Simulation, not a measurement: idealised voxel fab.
The following is a process module called voxel gate over fins.
Displayed cross-section: cut, width of 185 nm, square cells sized 5 nm.
Cross-section format: a grid of square cells, given as bands from top to bottom; each band is one or more rows of cells. Basically the band line says how high the top is and how high the bottom is, in nm, and then what's in it from left to right, every material with its width in nm. Empty space shows up as "empty", and if a single material carries "edge to edge" it runs the full band edge to edge. The reference from which all heights are counted is 0, the level beneath which the as-received wafer is entirely one material; the lowest band, having no lower bound, proceeds downward and is written after the example "0 and below". The two numbers in a width such as "30 to 40" mark its ends across the band: the first belongs to the top row of cells, the second to the bottom row, and from each row to the next the width moves by the same amount. Take "remained unchanged" at face value: in the step it is given for, the cross-section changed in none of its cells. Entry "Sealed void listing". Content: empty spaces with no open connection to the top, size 8 cells or greater. Each: width x height at distance. Distance: from left edge. Unit: nm. That trailing text on a step's line, after the settings, is the simulator's own remark on the step. The optional step-line setting "overlay nm" applies to steps with a mask and quantifies how far to the right of its planned location the mask lay, a negative value indicating leftward placement.

### Set out below are the planned steps of the process
1) op RECEIVE | material Si
2) op CONFORMAL_DEP | material SiN | thk nm 5
3) op PATTERN | tone cover | mask id FINS | material resist | width nm 15 | pitch nm 35 | thk nm 20 | overlay nm 0
4) op DIRECTIONAL_ETCH | etch materials SiN | depth nm 5
5) op DIRECTIONAL_ETCH | etch materials Si | depth nm 40
6) op STRIP | etch materials resist
7) op FILL_DEP | material SiO2 | thk nm 10
8) op CMP | height nm 5
9) op SELECTIVE_ETCH | etch materials SiO2 | depth nm 15
10) op STRIP | etch materials SiN
11) op CONFORMAL_DEP | material HfO2 | thk nm 5
12) op CONFORMAL_DEP | material TiN | thk nm 5
13) op FILL_DEP | material W | thk nm 10
14) op CMP | height nm 15
15) op CONFORMAL_DEP | material SiCN | thk nm 10

### What follows covers the first of two wafers; it ran as planned

### As received (post step 1): cross-section
    0 and below: Si edge to edge
    Sealed void listing: none

### Cross-section of the wafer after step 2
    5 down to 0: SiN edge to edge
    Below 0, the layers are the same as they were.

### Cross-section of the wafer after step 3
    25 down to 5: 50 of empty | 15 of resist | 20 of empty | 15 of resist | 20 of empty | 15 of resist | 50 of empty
    Below 5, the layers are the same as they were.

### Cross-section of the wafer after step 4
    25 down to 5: 50 of empty | 15 of resist | 20 of empty | 15 of resist | 20 of empty | 15 of resist | 50 of empty
    5 down to 0: 50 of empty | 15 of SiN | 20 of empty | 15 of SiN | 20 of empty | 15 of SiN | 50 of empty
    Below 0, the layers are the same as they were.

### Cross-section of the wafer after step 5
    25 down to 5: 50 of empty | 15 of resist | 20 of empty | 15 of resist | 20 of empty | 15 of resist | 50 of empty
    5 down to 0: 50 of empty | 15 of SiN | 20 of empty | 15 of SiN | 20 of empty | 15 of SiN | 50 of empty
    0 down to -40: 50 of empty | 15 of Si | 20 of empty | 15 of Si | 20 of empty | 15 of Si | 50 of empty
    Below -40, the layers are the same as they were.

### Cross-section of the wafer after step 6
    5 down to 0: 50 of empty | 15 of SiN | 20 of empty | 15 of SiN | 20 of empty | 15 of SiN | 50 of empty
    Below 0, the layers are the same as they were.

### Cross-section of the wafer after step 7
    15 down to 5: SiO2 edge to edge
    5 down to 0: 50 of SiO2 | 15 of SiN | 20 of SiO2 | 15 of SiN | 20 of SiO2 | 15 of SiN | 50 of SiO2
    0 down to -40: 50 of SiO2 | 15 of Si | 20 of SiO2 | 15 of Si | 20 of SiO2 | 15 of Si | 50 of SiO2
    Below -40, the layers are the same as they were.

### Cross-section of the wafer after step 8
    5 down to 0: 50 of SiO2 | 15 of SiN | 20 of SiO2 | 15 of SiN | 20 of SiO2 | 15 of SiN | 50 of SiO2
    Below 0, the layers are the same as they were.

### Cross-section of the wafer after step 9
    5 down to 0: 50 of empty | 15 of SiN | 20 of empty | 15 of SiN | 20 of empty | 15 of SiN | 50 of empty
    0 down to -10: 50 of empty | 15 of Si | 20 of empty | 15 of Si | 20 of empty | 15 of Si | 50 of empty
    Below -10, the layers are the same as they were.

### Cross-section of the wafer after step 10
    0 down to -10: 50 of empty | 15 of Si | 20 of empty | 15 of Si | 20 of empty | 15 of Si | 50 of empty
    Below -10, the layers are the same as they were.

### Cross-section of the wafer after step 11
    5 down to 0: 45 of empty | 25 of HfO2 | 10 of empty | 25 of HfO2 | 10 of empty | 25 of HfO2 | 45 of empty
    0 down to -5: 45 of empty | 5 of HfO2 | 15 of Si | 5 of HfO2 | 10 of empty | 5 of HfO2 | 15 of Si | 5 of HfO2 | 10 of empty | 5 of HfO2 | 15 of Si | 5 of HfO2 | 45 of empty
    -5 down to -10: 50 of HfO2 | 15 of Si | 20 of HfO2 | 15 of Si | 20 of HfO2 | 15 of Si | 50 of HfO2
    Below -10, the layers are the same as they were.

### Cross-section of the wafer after step 12
    10 down to 5: 40 of empty | 105 of TiN | 40 of empty
    5 down to 0: 40 of empty | 5 of TiN | 25 of HfO2 | 10 of TiN | 25 of HfO2 | 10 of TiN | 25 of HfO2 | 5 of TiN | 40 of empty
    0 down to -5: 45 of TiN | 5 of HfO2 | 15 of Si | 5 of HfO2 | 10 of TiN | 5 of HfO2 | 15 of Si | 5 of HfO2 | 10 of TiN | 5 of HfO2 | 15 of Si | 5 of HfO2 | 45 of TiN
    Below -5, the layers are the same as they were.

### Cross-section of the wafer after step 13
    20 down to 10: W edge to edge
    10 down to 5: 40 of W | 105 of TiN | 40 of W
    5 down to 0: 40 of W | 5 of TiN | 25 of HfO2 | 10 of TiN | 25 of HfO2 | 10 of TiN | 25 of HfO2 | 5 of TiN | 40 of W
    Below 0, the layers are the same as they were.

### Cross-section of the wafer after step 14
    15 down to 10: W edge to edge
    Below 10, the layers are the same as they were.

### Cross-section of the wafer after step 15
    25 down to 15: SiCN edge to edge
    Below 15, the layers are the same as they were.

### Second wafer. Start and plan as for the first. One mistake made in running. Agrees with the first up to and including step 2

### Cross-section: second wafer, time at which step 3 was scheduled to end
    25 down to 5: 40 of empty | 15 of resist | 20 of empty | 15 of resist | 20 of empty | 15 of resist | 60 of empty
    Below 5, the layers are the same as they were.

### Cross-section: second wafer, time at which step 4 was scheduled to end
    25 down to 5: 40 of empty | 15 of resist | 20 of empty | 15 of resist | 20 of empty | 15 of resist | 60 of empty
    5 down to 0: 40 of empty | 15 of SiN | 20 of empty | 15 of SiN | 20 of empty | 15 of SiN | 60 of empty
    Below 0, the layers are the same as they were.

### Cross-section: second wafer, time at which step 5 was scheduled to end
    25 down to 5: 40 of empty | 15 of resist | 20 of empty | 15 of resist | 20 of empty | 15 of resist | 60 of empty
    5 down to 0: 40 of empty | 15 of SiN | 20 of empty | 15 of SiN | 20 of empty | 15 of SiN | 60 of empty
    0 down to -40: 40 of empty | 15 of Si | 20 of empty | 15 of Si | 20 of empty | 15 of Si | 60 of empty
    Below -40, the layers are the same as they were.

### Cross-section: second wafer, time at which step 6 was scheduled to end
    5 down to 0: 40 of empty | 15 of SiN | 20 of empty | 15 of SiN | 20 of empty | 15 of SiN | 60 of empty
    Below 0, the layers are the same as they were.

### Cross-section: second wafer, time at which step 7 was scheduled to end
    15 down to 5: SiO2 edge to edge
    5 down to 0: 40 of SiO2 | 15 of SiN | 20 of SiO2 | 15 of SiN | 20 of SiO2 | 15 of SiN | 60 of SiO2
    0 down to -40: 40 of SiO2 | 15 of Si | 20 of SiO2 | 15 of Si | 20 of SiO2 | 15 of Si | 60 of SiO2
    Below -40, the layers are the same as they were.

### Cross-section: second wafer, time at which step 8 was scheduled to end
    5 down to 0: 40 of SiO2 | 15 of SiN | 20 of SiO2 | 15 of SiN | 20 of SiO2 | 15 of SiN | 60 of SiO2
    Below 0, the layers are the same as they were.

### Cross-section: second wafer, time at which step 9 was scheduled to end
    5 down to 0: 40 of empty | 15 of SiN | 20 of empty | 15 of SiN | 20 of empty | 15 of SiN | 60 of empty
    0 down to -10: 40 of empty | 15 of Si | 20 of empty | 15 of Si | 20 of empty | 15 of Si | 60 of empty
    Below -10, the layers are the same as they were.

### Cross-section: second wafer, time at which step 10 was scheduled to end
    0 down to -10: 40 of empty | 15 of Si | 20 of empty | 15 of Si | 20 of empty | 15 of Si | 60 of empty
    Below -10, the layers are the same as they were.

### Cross-section: second wafer, time at which step 11 was scheduled to end
    5 down to 0: 35 of empty | 25 of HfO2 | 10 of empty | 25 of HfO2 | 10 of empty | 25 of HfO2 | 55 of empty
    0 down to -5: 35 of empty | 5 of HfO2 | 15 of Si | 5 of HfO2 | 10 of empty | 5 of HfO2 | 15 of Si | 5 of HfO2 | 10 of empty | 5 of HfO2 | 15 of Si | 5 of HfO2 | 55 of empty
    -5 down to -10: 40 of HfO2 | 15 of Si | 20 of HfO2 | 15 of Si | 20 of HfO2 | 15 of Si | 60 of HfO2
    Below -10, the layers are the same as they were.

### Cross-section: second wafer, time at which step 12 was scheduled to end
    10 down to 5: 30 of empty | 105 of TiN | 50 of empty
    5 down to 0: 30 of empty | 5 of TiN | 25 of HfO2 | 10 of TiN | 25 of HfO2 | 10 of TiN | 25 of HfO2 | 5 of TiN | 50 of empty
    0 down to -5: 35 of TiN | 5 of HfO2 | 15 of Si | 5 of HfO2 | 10 of TiN | 5 of HfO2 | 15 of Si | 5 of HfO2 | 10 of TiN | 5 of HfO2 | 15 of Si | 5 of HfO2 | 55 of TiN
    Below -5, the layers are the same as they were.

### Cross-section: second wafer, time at which step 13 was scheduled to end
    20 down to 10: W edge to edge
    10 down to 5: 30 of W | 105 of TiN | 50 of W
    5 down to 0: 30 of W | 5 of TiN | 25 of HfO2 | 10 of TiN | 25 of HfO2 | 10 of TiN | 25 of HfO2 | 5 of TiN | 50 of W
    Below 0, the layers are the same as they were.

### Cross-section: second wafer, time at which step 14 was scheduled to end
    15 down to 10: W edge to edge
    Below 10, the layers are the same as they were.

### Cross-section: second wafer, time at which step 15 was scheduled to end
    25 down to 15: SiCN edge to edge
    Below 15, the layers are the same as they were.
Finding, execution versus plan: step 3 ran differently from the plan; actual operation with settings: op PATTERN | tone cover | mask id FINS | material resist | width nm 15 | pitch nm 35 | thk nm 20 | overlay nm -10
Final state: per-material cell counts identical on both wafers; locations differ.
